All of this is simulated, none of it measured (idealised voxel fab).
The following is a process module called voxel capacitor over wiring.
This is section cut - it's 300 nm across, gridded in 5 nm square cells.
Each cross-section below is a grid of square cells, stated as bands in top-down order, with one or more rows of cells making up each band. Band: top height; bottom height; in nm. Then, left to right: material with width in nm, for each material. "all across": a single material spanning edge to edge. "air": empty space. Heights are expressed relative to 0, this being the level below which the as-received wafer comprises one material exclusively. The lowest band is unbounded in the downward direction and is denoted as in "top 0, no bottom". The two numbers in a width such as "30->40" mark its ends across the band: the first belongs to the top row of cells, the second to the bottom row, and from each row to the next the width moves by the same amount. Given "nothing got changed" for a step, no cell of the cross-section differs between before and after that step. Reported under the label "Sealed void inventory" are the empty spaces having no open way to the top and comprising 8 cells or more; the notation for each is width x height at distance, in which the distance is measured from the left edge and all three values are in nm. On a step's line, text after the settings is the simulator commenting on that step. Each step line may optionally specify "overlay nm", which for a step with a mask gives the rightward distance between the mask's planned place and where it lay, a negative value indicating the leftward direction.

**This section lists the process steps that were planned**
| 1 | RECEIVE, material Si |
| 2 | CONFORMAL_DEP, material SiO2, thk nm 15 |
| 3 | DIRECTIONAL_DEP, material TiN, thk nm 5 |
| 4 | DIRECTIONAL_DEP, material Ru, thk nm 15 |
| 5 | DIRECTIONAL_DEP, material aC, thk nm 10 |
| 6 | PATTERN, tone cover, mask id METAL_1, material resist, width nm 25, pitch nm 80, thk nm 25, overlay nm 0 |
| 7 | DIRECTIONAL_ETCH, etch materials aC, depth nm 10 |
| 8 | STRIP, etch materials resist |
| 9 | DIRECTIONAL_ETCH, etch materials Ru, depth nm 15 |
| 10 | DIRECTIONAL_ETCH, etch materials TiN, depth nm 5 |
| 11 | STRIP, etch materials aC |
| 12 | FILL_DEP, material SiO2, thk nm 10 |
| 13 | CMP, height nm 35 |
| 14 | CONFORMAL_DEP, material SiCN, thk nm 5 |
| 15 | DIRECTIONAL_DEP, material SiO2, thk nm 20 |
| 16 | MASKED_ETCH, tone open, mask id PLUG_1, width nm 15, etch materials SiO2, depth nm 20, overlay nm 0 |
| 17 | MASKED_ETCH, tone open, mask id PLUG_1, width nm 15, etch materials SiCN, depth nm 5, overlay nm 0 |
| 18 | CONFORMAL_DEP, material TiN, thk nm 5 |
| 19 | FILL_DEP, material Ru, thk nm 5 |
| 20 | CMP, height nm 60 |
| 21 | DIRECTIONAL_DEP, material TiN, thk nm 10 |
| 22 | DIRECTIONAL_DEP, material Al2O3, thk nm 5 |
| 23 | DIRECTIONAL_DEP, material TiN, thk nm 5 |
| 24 | MASKED_ETCH, tone cover, mask id UPPER_PLATE, width nm 60, etch materials TiN, depth nm 5, overlay nm 0 |
| 25 | MASKED_ETCH, tone cover, mask id UPPER_PLATE, width nm 60, etch materials Al2O3, depth nm 5, overlay nm 0 |
| 26 | MASKED_ETCH, tone cover, mask id LOWER_PLATE, width nm 70, etch materials TiN, depth nm 10, overlay nm 0 |
| 27 | FILL_DEP, material SiO2, thk nm 15 |
| 28 | CMP, height nm 90 |
| 29 | DIRECTIONAL_DEP, material aC, thk nm 15 |
| 30 | PATTERN, tone open, mask id PLUG_2, material resist, width nm 15, thk nm 35, overlay nm 0 |
| 31 | DIRECTIONAL_ETCH, etch materials aC, depth nm 15 |
| 32 | STRIP, etch materials resist |
| 33 | DIRECTIONAL_ETCH, etch materials SiO2, depth nm 10 |
| 34 | STRIP, etch materials aC |
| 35 | CONFORMAL_DEP, material TiN, thk nm 5 |
| 36 | FILL_DEP, material Ru, thk nm 5 |
| 37 | CMP, height nm 90 |
| 38 | CONFORMAL_DEP, material SiN, thk nm 5 |

**Cross-section of the wafer at receipt, which is the condition after step 1**
> top 0, no bottom | Si all across
> Sealed void inventory: none

**Module complete - cross-section of the first of two wafers, run according to plan**
> top 95, bottom 90 | SiN all across
> top 90, bottom 85 | 115 of SiO2; 5 of TiN; 5 of Ru; 5 of TiN; 170 of SiO2
> top 85, bottom 75 | 115->105 of SiO2; 15->60 of TiN; 170->135 of SiO2
> top 75, bottom 70 | 105 of SiO2; 60 of Al2O3; 135 of SiO2
> top 70, bottom 60 | 100 of SiO2; 70 of TiN; 130 of SiO2
> top 60, bottom 40 | 105 of SiO2; 5 of TiN; 5 of Ru; 5 of TiN; 180 of SiO2
> top 40, bottom 35 | 105 of SiCN; 15 of TiN; 180 of SiCN
> top 35, bottom 20 | 95 of SiO2; 25 of Ru; 55 of SiO2; 25 of Ru; 100 of SiO2
> top 20, bottom 15 | 95 of SiO2; 25 of TiN; 55 of SiO2; 25 of TiN; 100 of SiO2
> top 15, bottom 0 | SiO2 all across
> top 0, no bottom | Si all across
> Sealed void inventory: none

**Wafer two (of two), end-of-module cross-section: start = wafer one, plan = wafer one, one run mistake**
> top 95, bottom 90 | SiN all across
> top 90, bottom 85 | 115 of SiO2; 5 of TiN; 5 of Ru; 5 of TiN; 170 of SiO2
> top 85, bottom 75 | 115->105 of SiO2; 15->60 of TiN; 170->135 of SiO2
> top 75, bottom 70 | 105 of SiO2; 60 of Al2O3; 135 of SiO2
> top 70, bottom 60 | 100 of SiO2; 70 of TiN; 130 of SiO2
> top 60, bottom 40 | 105 of SiO2; 5 of TiN; 5 of Ru; 5 of TiN; 180 of SiO2
> top 40, bottom 35 | 105 of SiCN; 15 of TiN; 180 of SiCN
> top 35, bottom 30 | SiO2 all across
> top 30, bottom 15 | 95 of SiO2; 25 of Ru; 55 of SiO2; 25 of Ru; 100 of SiO2
> top 15, bottom 10 | 95 of SiO2; 25 of TiN; 55 of SiO2; 25 of TiN; 100 of SiO2
> top 10, bottom 0 | SiO2 all across
> top 0, no bottom | Si all across
> Sealed void inventory: none
The mistake made against the process plan was this: step 2 went in with a setting other than planned; the actual run was CONFORMAL_DEP, material SiO2, thk nm 10
In the final comparison it is observed that the number of cells assigned to each material is identical for the two wafers, whereas their placement is not.
